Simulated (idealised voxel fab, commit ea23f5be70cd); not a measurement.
This section sets out a process module, namely voxel air gaps.
Cross-section cut spans 195 nm and uses square cells 5 nm in size.
Each cross-section below is a grid of square cells, stated as bands in top-down order, with one or more rows of cells making up each band. Heads up on the band format: heights come first, top then bottom, in nm. After that it's the materials left to right, each with its width in nm. A single material flagged "throughout" fills the whole band edge to edge, and "empty" means there's empty space there. Heads up on the height convention: 0 is the point under which the incoming wafer is all one material, and the lowest band has no bottom, it just keeps going down, like "0 nm and below". The expression "30 to 40" gives the width at the extremes of the band, the first number at its top row of cells and the second at its bottom row, with the width changing by equal amounts from each row to the next in between. Key: "nothing altered" - step with no changed cell in the cross-section. Look at "Internal closed voids" for the closed voids: empty spaces with no open path to the top, sized 8 cells or up. Each is width x height at distance, distance from the left edge, all nm. Text after the settings on a step's line: the simulator's own remark on that step. overlay nm: mask offset rightward from planned place, masked step; negative means leftward offset.

Below is the list of planned process steps
1,op RECEIVE | material Si
2,op CONFORMAL_DEP | material SiO2 | thk nm 15
3,op CONFORMAL_DEP | material SiN | thk nm 5
4,op DIRECTIONAL_DEP | material SiO2 | thk nm 40
5,op DIRECTIONAL_DEP | material aC | thk nm 15
6,op PATTERN | tone open | mask id LINES | material resist | width nm 15 | pitch nm 45 | thk nm 35 | overlay nm 0
7,op DIRECTIONAL_ETCH | etch materials aC | depth nm 15
8,op STRIP | etch materials resist
9,op DIRECTIONAL_ETCH | etch materials SiO2 | depth nm 40
10,op STRIP | etch materials aC
11,op CONFORMAL_DEP | material TiN | thk nm 5
12,op FILL_DEP | material W | thk nm 5
13,op CMP | height nm 60
14,op EPI | material Ru | thk nm 10
15,op SELECTIVE_ETCH | etch materials SiO2 | depth nm 50
16,op CONFORMAL_DEP | material SiN | thk nm 5

first wafer, as planned

Incoming wafer in cross-section (state: after step 1)
* 0 nm and below = Si throughout
* Internal closed voids: none

Sectional view: wafer, after step 2
* 15 nm to 0 nm = SiO2 throughout
* Below 0 it's all the same as before, nothing changed down there.

Sectional view: wafer, after step 3
* 20 nm to 15 nm = SiN throughout
* Below 15 it's all the same as before, nothing changed down there.

Sectional view: wafer, after step 4
* 60 nm to 20 nm = SiO2 throughout
* Below 20 it's all the same as before, nothing changed down there.

Sectional view: wafer, after step 5
* 75 nm to 60 nm = aC throughout
* Below 60 it's all the same as before, nothing changed down there.

Sectional view: wafer, after step 6
* 110 nm to 75 nm = 45 resist, then 15 empty, then 30 resist, then 15 empty, then 30 resist, then 15 empty, then 45 resist
* Below 75 it's all the same as before, nothing changed down there.

Sectional view: wafer, after step 7
* 95 nm to 75 nm = 45 resist, then 15 empty, then 30 resist, then 15 empty, then 30 resist, then 15 empty, then 45 resist
* 75 nm to 60 nm = 45 aC, then 15 empty, then 30 aC, then 15 empty, then 30 aC, then 15 empty, then 45 aC
* Below 60 it's all the same as before, nothing changed down there.

Sectional view: wafer, after step 8
* 75 nm to 60 nm = 45 aC, then 15 empty, then 30 aC, then 15 empty, then 30 aC, then 15 empty, then 45 aC
* Below 60 it's all the same as before, nothing changed down there.

Sectional view: wafer, after step 9
* 75 nm to 60 nm = 45 aC, then 15 empty, then 30 aC, then 15 empty, then 30 aC, then 15 empty, then 45 aC
* 60 nm to 20 nm = 45 SiO2, then 15 empty, then 30 SiO2, then 15 empty, then 30 SiO2, then 15 empty, then 45 SiO2
* Below 20 it's all the same as before, nothing changed down there.

Sectional view: wafer, after step 10
* 60 nm to 20 nm = 45 SiO2, then 15 empty, then 30 SiO2, then 15 empty, then 30 SiO2, then 15 empty, then 45 SiO2
* Below 20 it's all the same as before, nothing changed down there.

Sectional view: wafer, after step 11
* 65 nm to 60 nm = 50 TiN, then 5 empty, then 40 TiN, then 5 empty, then 40 TiN, then 5 empty, then 50 TiN
* 60 nm to 25 nm = 45 SiO2, then 5 TiN, then 5 empty, then 5 TiN, then 30 SiO2, then 5 TiN, then 5 empty, then 5 TiN, then 30 SiO2, then 5 TiN, then 5 empty, then 5 TiN, then 45 SiO2
* 25 nm to 20 nm = 45 SiO2, then 15 TiN, then 30 SiO2, then 15 TiN, then 30 SiO2, then 15 TiN, then 45 SiO2
* Below 20 it's all the same as before, nothing changed down there.

Sectional view: wafer, after step 12
* 70 nm to 65 nm = W throughout
* 65 nm to 60 nm = 50 TiN, then 5 W, then 40 TiN, then 5 W, then 40 TiN, then 5 W, then 50 TiN
* 60 nm to 25 nm = 45 SiO2, then 5 TiN, then 5 W, then 5 TiN, then 30 SiO2, then 5 TiN, then 5 W, then 5 TiN, then 30 SiO2, then 5 TiN, then 5 W, then 5 TiN, then 45 SiO2
* Below 25 it's all the same as before, nothing changed down there.

Sectional view: wafer, after step 13
* 60 nm to 25 nm = 45 SiO2, then 5 TiN, then 5 W, then 5 TiN, then 30 SiO2, then 5 TiN, then 5 W, then 5 TiN, then 30 SiO2, then 5 TiN, then 5 W, then 5 TiN, then 45 SiO2
* Below 25 it's all the same as before, nothing changed down there.

Sectional view: wafer, after step 14
* 70 nm to 60 nm = 35 empty, then 35 Ru, then 10 empty, then 35 Ru, then 10 empty, then 35 Ru, then 35 empty
* Below 60 it's all the same as before, nothing changed down there.

Sectional view: wafer, after step 15
* 70 nm to 60 nm = 35 empty, then 35 Ru, then 10 empty, then 35 Ru, then 10 empty, then 35 Ru, then 35 empty
* 60 nm to 25 nm = 45 empty, then 5 TiN, then 5 W, then 5 TiN, then 30 empty, then 5 TiN, then 5 W, then 5 TiN, then 30 empty, then 5 TiN, then 5 W, then 5 TiN, then 45 empty
* 25 nm to 20 nm = 45 empty, then 15 TiN, then 30 empty, then 15 TiN, then 30 empty, then 15 TiN, then 45 empty
* Below 20 it's all the same as before, nothing changed down there.

Sectional view: wafer, after step 16
* 75 nm to 70 nm = 30 empty, then 135 SiN, then 30 empty
* 70 nm to 60 nm = 30 empty, then 5 SiN, then 35 Ru, then 10 SiN, then 35 Ru, then 10 SiN, then 35 Ru, then 5 SiN, then 30 empty
* 60 nm to 55 nm = 30 empty, then 15 SiN, then 5 TiN, then 5 W, then 5 TiN, then 30 SiN, then 5 TiN, then 5 W, then 5 TiN, then 30 SiN, then 5 TiN, then 5 W, then 5 TiN, then 15 SiN, then 30 empty
* 55 nm to 25 nm = 40 empty, then 5 SiN, then 5 TiN, then 5 W, then 5 TiN, then 5 SiN, then 20 empty, then 5 SiN, then 5 TiN, then 5 W, then 5 TiN, then 5 SiN, then 20 empty, then 5 SiN, then 5 TiN, then 5 W, then 5 TiN, then 5 SiN, then 40 empty
* 25 nm to 20 nm = 45 SiN, then 15 TiN, then 30 SiN, then 15 TiN, then 30 SiN, then 15 TiN, then 45 SiN
* Below 20 it's all the same as before, nothing changed down there.
* Internal closed voids: 20 x 30 at 65; 20 x 30 at 110

Wafer two: like wafer one in start and plan, but with one mistake in execution; identical up to and including step 5

Second wafer, section view, time point: scheduled end of step 6
* 110 nm to 75 nm = 45 empty, then 15 resist, then 30 empty, then 15 resist, then 30 empty, then 15 resist, then 45 empty
* Below 75 it's all the same as before, nothing changed down there.

Second wafer, section view, time point: scheduled end of step 7
* 95 nm to 75 nm = 45 empty, then 15 resist, then 30 empty, then 15 resist, then 30 empty, then 15 resist, then 45 empty
* 75 nm to 60 nm = 45 empty, then 15 aC, then 30 empty, then 15 aC, then 30 empty, then 15 aC, then 45 empty
* Below 60 it's all the same as before, nothing changed down there.

Second wafer, section view, time point: scheduled end of step 8
* 75 nm to 60 nm = 45 empty, then 15 aC, then 30 empty, then 15 aC, then 30 empty, then 15 aC, then 45 empty
* Below 60 it's all the same as before, nothing changed down there.

Second wafer, section view, time point: scheduled end of step 9
* 75 nm to 60 nm = 45 empty, then 15 aC, then 30 empty, then 15 aC, then 30 empty, then 15 aC, then 45 empty
* 60 nm to 20 nm = 45 empty, then 15 SiO2, then 30 empty, then 15 SiO2, then 30 empty, then 15 SiO2, then 45 empty
* Below 20 it's all the same as before, nothing changed down there.

Second wafer, section view, time point: scheduled end of step 10
* 60 nm to 20 nm = 45 empty, then 15 SiO2, then 30 empty, then 15 SiO2, then 30 empty, then 15 SiO2, then 45 empty
* Below 20 it's all the same as before, nothing changed down there.

Second wafer, section view, time point: scheduled end of step 11
* 65 nm to 60 nm = 40 empty, then 25 TiN, then 20 empty, then 25 TiN, then 20 empty, then 25 TiN, then 40 empty
* 60 nm to 25 nm = 40 empty, then 5 TiN, then 15 SiO2, then 5 TiN, then 20 empty, then 5 TiN, then 15 SiO2, then 5 TiN, then 20 empty, then 5 TiN, then 15 SiO2, then 5 TiN, then 40 empty
* 25 nm to 20 nm = 45 TiN, then 15 SiO2, then 30 TiN, then 15 SiO2, then 30 TiN, then 15 SiO2, then 45 TiN
* Below 20 it's all the same as before, nothing changed down there.

Second wafer, section view, time point: scheduled end of step 12
* 70 nm to 65 nm = W throughout
* 65 nm to 60 nm = 40 W, then 25 TiN, then 20 W, then 25 TiN, then 20 W, then 25 TiN, then 40 W
* 60 nm to 25 nm = 40 W, then 5 TiN, then 15 SiO2, then 5 TiN, then 20 W, then 5 TiN, then 15 SiO2, then 5 TiN, then 20 W, then 5 TiN, then 15 SiO2, then 5 TiN, then 40 W
* Below 25 it's all the same as before, nothing changed down there.

Second wafer, section view, time point: scheduled end of step 13
* 60 nm to 25 nm = 40 W, then 5 TiN, then 15 SiO2, then 5 TiN, then 20 W, then 5 TiN, then 15 SiO2, then 5 TiN, then 20 W, then 5 TiN, then 15 SiO2, then 5 TiN, then 40 W
* Below 25 it's all the same as before, nothing changed down there.

Second wafer, section view, time point: scheduled end of step 14
* 70 nm to 60 nm = Ru throughout
* Below 60 it's all the same as before, nothing changed down there.

Second wafer, section view, time point: scheduled end of step 15: nothing altered

Second wafer, section view, time point: scheduled end of step 16
* 75 nm to 70 nm = SiN throughout
* Below 70 it's all the same as before, nothing changed down there.
What broke from the plan during processing? planned and actual differ for step 6; actual: op PATTERN | tone cover | mask id LINES | material resist | width nm 15 | pitch nm 45 | thk nm 35 | overlay nm 0
Final difference in cells, second wafer against first, listed per material as more or fewer: Ru +36; SiN -84; SiO2 +72; TiN +21; W +147
Note - end result: 2 closed voids (first wafer), 0 closed voids (second wafer).
